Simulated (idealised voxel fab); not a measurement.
process module | voxel tone inversion
cross-section cut | 200 nm wide | cells 5 nm
A cross-section is a grid of square cells, given in bands from the top down. A band is one or more rows of cells.
Each band's line starts with the height of the band's top and of its bottom, in nm. Then come its materials from left to right, each with its width in nm. One material with "throughout" fills the band from edge to edge. "air" is empty space.
Height 0 is the level under which the wafer as received is all one material. The lowest band goes on downwards, as in "0 down".
A width such as "30 to 40" changes by the same amount from each row of cells to the next, from the band's top row to its bottom row.
"no change" after a step means that no cell of the cross-section changed.
closed voids: empty space of 8 cells or more with no open way to the top, each as width x height at its distance from the left edge, in nm
after a step's settings: what the simulator itself notes on the step
overlay nm, on a step with a mask: how far to the right of its planned place the mask lay; to the left if negative
plan
1 op RECEIVE | material Si
2 op CONFORMAL_DEP | material SiN | thk nm 5
3 op DIRECTIONAL_DEP | material aC | thk nm 20
4 op PATTERN | tone cover | mask id POSTS | material resist | width nm 25 | pitch nm 40 | thk nm 30 | overlay nm 0
5 op DIRECTIONAL_ETCH | etch materials aC | depth nm 20
6 op STRIP | etch materials resist
7 op FILL_DEP | material lowk | thk nm 10
8 op CMP | height nm 25
9 op STRIP | etch materials aC
10 op CONFORMAL_DEP | material TiN | thk nm 5
11 op FILL_DEP | material Cu | thk nm 10
12 op CMP | height nm 25
13 op CONFORMAL_DEP | material SiN | thk nm 5
first wafer, as planned
as received, after step 1
  0 down: Si throughout
  closed voids: none
after step 2
  5 to 0: SiN throughout
  below 0: unchanged
after step 3
  25 to 5: aC throughout
  below 5: unchanged
after step 4
  55 to 25: air 45 | resist 25 | air 15 | resist 25 | air 15 | resist 25 | air 50
  below 25: unchanged
after step 5
  35 to 25: air 45 | resist 25 | air 15 | resist 25 | air 15 | resist 25 | air 50
  25 to 5: air 45 | aC 25 | air 15 | aC 25 | air 15 | aC 25 | air 50
  below 5: unchanged
after step 6
  25 to 5: air 45 | aC 25 | air 15 | aC 25 | air 15 | aC 25 | air 50
  below 5: unchanged
after step 7
  35 to 25: lowk throughout
  25 to 5: lowk 45 | aC 25 | lowk 15 | aC 25 | lowk 15 | aC 25 | lowk 50
  below 5: unchanged
after step 8
  25 to 5: lowk 45 | aC 25 | lowk 15 | aC 25 | lowk 15 | aC 25 | lowk 50
  below 5: unchanged
after step 9
  25 to 5: lowk 45 | air 25 | lowk 15 | air 25 | lowk 15 | air 25 | lowk 50
  below 5: unchanged
after step 10
  30 to 25: TiN 50 | air 15 | TiN 25 | air 15 | TiN 25 | air 15 | TiN 55
  25 to 10: lowk 45 | TiN 5 | air 15 | TiN 5 | lowk 15 | TiN 5 | air 15 | TiN 5 | lowk 15 | TiN 5 | air 15 | TiN 5 | lowk 50
  10 to 5: lowk 45 | TiN 25 | lowk 15 | TiN 25 | lowk 15 | TiN 25 | lowk 50
  below 5: unchanged
after step 11
  40 to 30: Cu throughout
  30 to 25: TiN 50 | Cu 15 | TiN 25 | Cu 15 | TiN 25 | Cu 15 | TiN 55
  25 to 10: lowk 45 | TiN 5 | Cu 15 | TiN 5 | lowk 15 | TiN 5 | Cu 15 | TiN 5 | lowk 15 | TiN 5 | Cu 15 | TiN 5 | lowk 50
  below 10: unchanged
after step 12
  25 to 10: lowk 45 | TiN 5 | Cu 15 | TiN 5 | lowk 15 | TiN 5 | Cu 15 | TiN 5 | lowk 15 | TiN 5 | Cu 15 | TiN 5 | lowk 50
  below 10: unchanged
after step 13
  30 to 25: SiN throughout
  below 25: unchanged
second wafer: like start, like plan, one mistake. Through step 3 it matches the first wafer
when step 4 should have ended
  55 to 25: air 50 | resist 20 | air 20 | resist 20 | air 20 | resist 20 | air 50
  below 25: unchanged
when step 5 should have ended
  35 to 25: air 50 | resist 20 | air 20 | resist 20 | air 20 | resist 20 | air 50
  25 to 5: air 50 | aC 20 | air 20 | aC 20 | air 20 | aC 20 | air 50
  below 5: unchanged
when step 6 should have ended
  25 to 5: air 50 | aC 20 | air 20 | aC 20 | air 20 | aC 20 | air 50
  below 5: unchanged
when step 7 should have ended
  35 to 25: lowk throughout
  25 to 5: lowk 50 | aC 20 | lowk 20 | aC 20 | lowk 20 | aC 20 | lowk 50
  below 5: unchanged
when step 8 should have ended
  25 to 5: lowk 50 | aC 20 | lowk 20 | aC 20 | lowk 20 | aC 20 | lowk 50
  below 5: unchanged
when step 9 should have ended
  25 to 5: lowk 50 | air 20 | lowk 20 | air 20 | lowk 20 | air 20 | lowk 50
  below 5: unchanged
when step 10 should have ended
  30 to 25: TiN 55 | air 10 | TiN 30 | air 10 | TiN 30 | air 10 | TiN 55
  25 to 10: lowk 50 | TiN 5 | air 10 | TiN 5 | lowk 20 | TiN 5 | air 10 | TiN 5 | lowk 20 | TiN 5 | air 10 | TiN 5 | lowk 50
  10 to 5: lowk 50 | TiN 20 | lowk 20 | TiN 20 | lowk 20 | TiN 20 | lowk 50
  below 5: unchanged
when step 11 should have ended
  40 to 30: Cu throughout
  30 to 25: TiN 55 | Cu 10 | TiN 30 | Cu 10 | TiN 30 | Cu 10 | TiN 55
  25 to 10: lowk 50 | TiN 5 | Cu 10 | TiN 5 | lowk 20 | TiN 5 | Cu 10 | TiN 5 | lowk 20 | TiN 5 | Cu 10 | TiN 5 | lowk 50
  below 10: unchanged
when step 12 should have ended
  25 to 10: lowk 50 | TiN 5 | Cu 10 | TiN 5 | lowk 20 | TiN 5 | Cu 10 | TiN 5 | lowk 20 | TiN 5 | Cu 10 | TiN 5 | lowk 50
  below 10: unchanged
when step 13 should have ended
  30 to 25: SiN throughout
  below 25: unchanged
what went wrong: step 4 ran as: op PATTERN | tone cover | mask id POSTS | material resist | width nm 20 | pitch nm 40 | thk nm 30 | overlay nm 0
at the end the second wafer has, in cells: 9 fewer of Cu | 3 fewer of TiN | 12 more of lowk
